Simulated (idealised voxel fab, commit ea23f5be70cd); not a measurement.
A process module follows: voxel transistor to metal.
It is cross-section cut that appears here, measuring 240 nm in width, its square cells being 5 nm in size.
Notation: cross-section as square-cell grid; stated in bands, top first, going down; one or more cell rows per band. This entry defines a band. It first specifies the height of the band's top and the height of its bottom in nm, and then specifies the band's materials from left to right, stating each material with its width in nm. The word "everywhere" identifies a single material that fills the band from edge to edge, while the word "air" identifies empty space. Basically, 0 is our baseline, since under it the wafer straight out of the box is all one material. The bottom band has no lower end and keeps on going down, so it looks like "top 0, no bottom". When a width is written as two numbers, as in "30 to 40", the first number is the width in the top row of cells of the band and the second is the width in its bottom row, and the width changes by the same amount from each row to the next. "remained unchanged" (step): cross-section cells unchanged, all of them. Any empty space of 8 cells or more lacking an open way to the top shows up in "Sealed-off cavities" as width x height at distance, distance from the left edge, in nm. On a step's line, text after the settings is the simulator commenting on that step. Among the settings permitted on a step's line is "overlay nm"; applied to a step with a mask, it specifies the extent to which the mask lay to the right of its planned position, whereas a negative figure signifies a position to the left.
-- These are the steps we planned for the process
1: RECEIVE,material Si
2: CONFORMAL_DEP,material SiO2,thk nm 5
3: CONFORMAL_DEP,material SiN,thk nm 15
4: PATTERN,tone cover,mask id ACTIVE,material resist,width nm 95,pitch nm 115,thk nm 15,overlay nm 0
5: DIRECTIONAL_ETCH,etch materials SiN,depth nm 15
6: DIRECTIONAL_ETCH,etch materials SiO2,depth nm 5
7: DIRECTIONAL_ETCH,etch materials Si,depth nm 35
8: STRIP,etch materials resist
9: OXIDIZE,depth nm 5
10: FILL_DEP,material SiO2,thk nm 5
11: CMP,height nm 20
12: SELECTIVE_ETCH,etch materials SiO2,depth nm 10
13: STRIP,etch materials SiN
14: SELECTIVE_ETCH,etch materials SiO2,depth nm 5
15: OXIDIZE,depth nm 5
16: DIRECTIONAL_DEP,material polySi,thk nm 20
17: DIRECTIONAL_DEP,material SiCN,thk nm 15
18: DIRECTIONAL_DEP,material aC,thk nm 15
19: PATTERN,tone cover,mask id GATE,material resist,width nm 15,pitch nm 115,thk nm 30,overlay nm 0
20: DIRECTIONAL_ETCH,etch materials aC,depth nm 15
21: STRIP,etch materials resist
22: DIRECTIONAL_ETCH,etch materials SiCN,depth nm 25
23: DIRECTIONAL_ETCH,etch materials polySi,depth nm 30
24: STRIP,etch materials aC
25: CONFORMAL_DEP,material SiN,thk nm 10
26: DIRECTIONAL_ETCH,etch materials SiN,depth nm 10
27: DIRECTIONAL_ETCH,etch materials SiO2,depth nm 5
28: DIRECTIONAL_ETCH,etch materials Si,depth nm 10
29: EPI,material pSi,thk nm 10
30: FILL_DEP,material SiO2,thk nm 10
31: CMP,height nm 35
32: DIRECTIONAL_DEP,material SiO2,thk nm 10
33: PATTERN,tone open,mask id CONTACT,material resist,width nm 30,thk nm 15,overlay nm 0
34: DIRECTIONAL_ETCH,etch materials SiO2,depth nm 50
35: STRIP,etch materials resist
36: CONFORMAL_DEP,material TiN,thk nm 5
37: FILL_DEP,material Ru,thk nm 5
38: CMP,height nm 45
39: DIRECTIONAL_DEP,material TiN,thk nm 5
40: DIRECTIONAL_DEP,material W,thk nm 15
41: MASKED_ETCH,tone cover,mask id METAL_1,width nm 15,etch materials W,depth nm 15,overlay nm 0
42: MASKED_ETCH,tone cover,mask id METAL_1,width nm 15,etch materials TiN,depth nm 5,overlay nm 0
43: FILL_DEP,material SiO2,thk nm 5
44: CMP,height nm 65
45: CONFORMAL_DEP,material SiN,thk nm 5
-- Cross-section: wafer on arrival = after step 1
> top 0, no bottom = Si everywhere
> Sealed-off cavities: none
-- Sectioned view, first of two wafers, at the close of the module, processed as intended in the plan
> top 70, bottom 65 = SiN everywhere
> top 65, bottom 50 = 20 of SiO2 / 15 of W / 55 of SiO2 / 15 of W / 30 of SiO2 / 15 of W / 55 of SiO2 / 15 of W / 20 of SiO2
> top 50, bottom 45 = 20 of SiO2 / 15 of TiN / 55 of SiO2 / 15 of TiN / 30 of SiO2 / 15 of TiN / 55 of SiO2 / 15 of TiN / 20 of SiO2
> top 45, bottom 35 = 20 of SiO2 / 5 of TiN / 20 to 15 of Ru / 5 to 10 of TiN / 25 of SiO2 / 5 to 10 of TiN / 20 to 15 of Ru / 5 of TiN / 30 of SiO2 / 5 of TiN / 20 to 15 of Ru / 5 to 10 of TiN / 25 of SiO2 / 5 to 10 of TiN / 20 to 15 of Ru / 5 of TiN / 20 of SiO2
> top 35, bottom 20 = 20 of SiO2 / 5 of TiN / 15 of Ru / 5 of TiN / 10 of SiN / 15 of SiCN / 10 of SiN / 5 of TiN / 15 of Ru / 5 of TiN / 30 of SiO2 / 5 of TiN / 15 of Ru / 5 of TiN / 10 of SiN / 15 of SiCN / 10 of SiN / 5 of TiN / 15 of Ru / 5 of TiN / 20 of SiO2
> top 20, bottom 10 = 20 of SiO2 / 5 of TiN / 15 of Ru / 5 of TiN / 10 of SiN / 15 of polySi / 10 of SiN / 5 of TiN / 15 of Ru / 5 of TiN / 30 of SiO2 / 5 of TiN / 15 of Ru / 5 of TiN / 10 of SiN / 15 of polySi / 10 of SiN / 5 of TiN / 15 of Ru / 5 of TiN / 20 of SiO2
> top 10, bottom 5 = 20 of SiO2 / 5 of TiN / 5 of Ru / 15 of TiN / 10 of SiN / 15 of polySi / 10 of SiN / 15 of TiN / 5 of Ru / 5 of TiN / 30 of SiO2 / 5 of TiN / 5 of Ru / 15 of TiN / 10 of SiN / 15 of polySi / 10 of SiN / 15 of TiN / 5 of Ru / 5 of TiN / 20 of SiO2
> top 5, bottom 0 = 10 of SiO2 / 10 of SiN / 5 of TiN / 5 of Ru / 5 of TiN / 10 of pSi / 10 of SiN / 15 of polySi / 10 of SiN / 10 of pSi / 5 of TiN / 5 of Ru / 5 of TiN / 10 of SiN / 10 of SiO2 / 10 of SiN / 5 of TiN / 5 of Ru / 5 of TiN / 10 of pSi / 10 of SiN / 15 of polySi / 10 of SiN / 10 of pSi / 5 of TiN / 5 of Ru / 5 of TiN / 10 of SiN / 10 of SiO2
> top 0, bottom -5 = 20 of SiO2 / 15 of TiN / 10 of pSi / 35 of SiO2 / 10 of pSi / 15 of TiN / 30 of SiO2 / 15 of TiN / 10 of pSi / 35 of SiO2 / 10 of pSi / 15 of TiN / 20 of SiO2
> top -5, bottom -15 = 20 of SiO2 / 25 of pSi / 35 of Si / 25 of pSi / 30 of SiO2 / 25 of pSi / 35 of Si / 25 of pSi / 20 of SiO2
> top -15, bottom -40 = 20 of SiO2 / 85 of Si / 30 of SiO2 / 85 of Si / 20 of SiO2
> top -40, no bottom = Si everywhere
> Sealed-off cavities: none
-- Cross-section, wafer two of two, end of module: same start and plan as wafer one, one error in execution
> top 70, bottom 65 = SiN everywhere
> top 65, bottom 60 = 20 of SiO2 / 15 of TiN / 55 of SiO2 / 15 of TiN / 30 of SiO2 / 15 of TiN / 55 of SiO2 / 15 of TiN / 20 of SiO2
> top 60, bottom 45 = W everywhere
> top 45, bottom 35 = 20 of SiO2 / 5 of TiN / 20 to 15 of Ru / 5 to 10 of TiN / 25 of SiO2 / 5 to 10 of TiN / 20 to 15 of Ru / 5 of TiN / 30 of SiO2 / 5 of TiN / 20 to 15 of Ru / 5 to 10 of TiN / 25 of SiO2 / 5 to 10 of TiN / 20 to 15 of Ru / 5 of TiN / 20 of SiO2
> top 35, bottom 20 = 20 of SiO2 / 5 of TiN / 15 of Ru / 5 of TiN / 10 of SiN / 15 of SiCN / 10 of SiN / 5 of TiN / 15 of Ru / 5 of TiN / 30 of SiO2 / 5 of TiN / 15 of Ru / 5 of TiN / 10 of SiN / 15 of SiCN / 10 of SiN / 5 of TiN / 15 of Ru / 5 of TiN / 20 of SiO2
> top 20, bottom 10 = 20 of SiO2 / 5 of TiN / 15 of Ru / 5 of TiN / 10 of SiN / 15 of polySi / 10 of SiN / 5 of TiN / 15 of Ru / 5 of TiN / 30 of SiO2 / 5 of TiN / 15 of Ru / 5 of TiN / 10 of SiN / 15 of polySi / 10 of SiN / 5 of TiN / 15 of Ru / 5 of TiN / 20 of SiO2
> top 10, bottom 5 = 20 of SiO2 / 5 of TiN / 5 of Ru / 15 of TiN / 10 of SiN / 15 of polySi / 10 of SiN / 15 of TiN / 5 of Ru / 5 of TiN / 30 of SiO2 / 5 of TiN / 5 of Ru / 15 of TiN / 10 of SiN / 15 of polySi / 10 of SiN / 15 of TiN / 5 of Ru / 5 of TiN / 20 of SiO2
> top 5, bottom 0 = 10 of SiO2 / 10 of SiN / 5 of TiN / 5 of Ru / 5 of TiN / 10 of pSi / 10 of SiN / 15 of polySi / 10 of SiN / 10 of pSi / 5 of TiN / 5 of Ru / 5 of TiN / 10 of SiN / 10 of SiO2 / 10 of SiN / 5 of TiN / 5 of Ru / 5 of TiN / 10 of pSi / 10 of SiN / 15 of polySi / 10 of SiN / 10 of pSi / 5 of TiN / 5 of Ru / 5 of TiN / 10 of SiN / 10 of SiO2
> top 0, bottom -5 = 20 of SiO2 / 15 of TiN / 10 of pSi / 35 of SiO2 / 10 of pSi / 15 of TiN / 30 of SiO2 / 15 of TiN / 10 of pSi / 35 of SiO2 / 10 of pSi / 15 of TiN / 20 of SiO2
> top -5, bottom -15 = 20 of SiO2 / 25 of pSi / 35 of Si / 25 of pSi / 30 of SiO2 / 25 of pSi / 35 of Si / 25 of pSi / 20 of SiO2
> top -15, bottom -40 = 20 of SiO2 / 85 of Si / 30 of SiO2 / 85 of Si / 20 of SiO2
> top -40, no bottom = Si everywhere
> Sealed-off cavities: none
The plan and the run diverged here: step 39 ran in the slot meant for step 40, and vice versa
Heads up, by the end the second wafer has more or fewer cells of some materials compared to the first: 108 fewer of SiO2; 108 more of W
